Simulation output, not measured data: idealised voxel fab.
The process module presented herein is designated voxel plated lines.
Section cut is 225 nm wide and gridded with 5 nm square cells.
Bands, listed from the top down, are how a cross-section gets written in this document; the cross-section itself is a grid of square cells, and a band is one or more rows of them.
First you get the band's top height and its bottom height, in nm, and then the materials it's made of, left to right, with each width in nm. If you see a single material with "throughout", that one covers the band edge to edge. "air" is empty space.
For the purposes of this specification, 0 denotes the height below which the wafer in its as-received condition is composed wholly of one material, and the lowermost band, lacking a lower limit, extends downward without end, as expressed in "from 0 down".
A width such as "30->40" changes by the same amount from each row of cells to the next, from the band's top row to its bottom row.
Where a step carries "same as before", the cross-section came out of it unchanged, cell for cell.
Look at "Enclosed void inventory" for the closed voids: empty spaces with no open path to the top, sized 8 cells or up. Each is width x height at distance, distance from the left edge, all nm.
On each step's line, the part that comes after the settings is the simulator's own comment on the step.
overlay nm: step with mask; distance mask lay right of planned place; negative value = left of planned place.

-- Set out below are the planned steps of the process
step 1: RECEIVE [material Si]
step 2: CONFORMAL_DEP [material SiO2] [thk nm 10]
step 3: DIRECTIONAL_DEP [material TiN] [thk nm 5]
step 4: PATTERN [tone open] [mask id LINES] [material resist] [width nm 15] [pitch nm 35] [thk nm 20] [overlay nm -15]
step 5: EPI [material Ru] [thk nm 5]
step 6: STRIP [etch materials resist]
step 7: DIRECTIONAL_ETCH [etch materials TiN] [depth nm 5]
step 8: CONFORMAL_DEP [material SiO2] [thk nm 10]
Variable across wafers: step 4 overlay nm (plan value is that of the first wafer; starting state common to all).

-- This is how the first of several wafers looked in cross-section when it arrived, which is after step 1
    from 0 down: Si throughout
    Enclosed void inventory: none

-- Per wafer, end of module: cells gained (+) or lost (-) per material since receipt, then closed voids
overlay nm -15, +12 Ru, +212 SiO2, +12 TiN, Enclosed void inventory: none
overlay nm -10, +12 Ru, +212 SiO2, +12 TiN, Enclosed void inventory: none
overlay nm -5, +12 Ru, +212 SiO2, +12 TiN, Enclosed void inventory: none
overlay nm 0, +12 Ru, +212 SiO2, +12 TiN, Enclosed void inventory: none
overlay nm 5, +12 Ru, +212 SiO2, +12 TiN, Enclosed void inventory: none
overlay nm 10, +12 Ru, +212 SiO2, +12 TiN, Enclosed void inventory: none
overlay nm 15, +12 Ru, +212 SiO2, +12 TiN, Enclosed void inventory: none
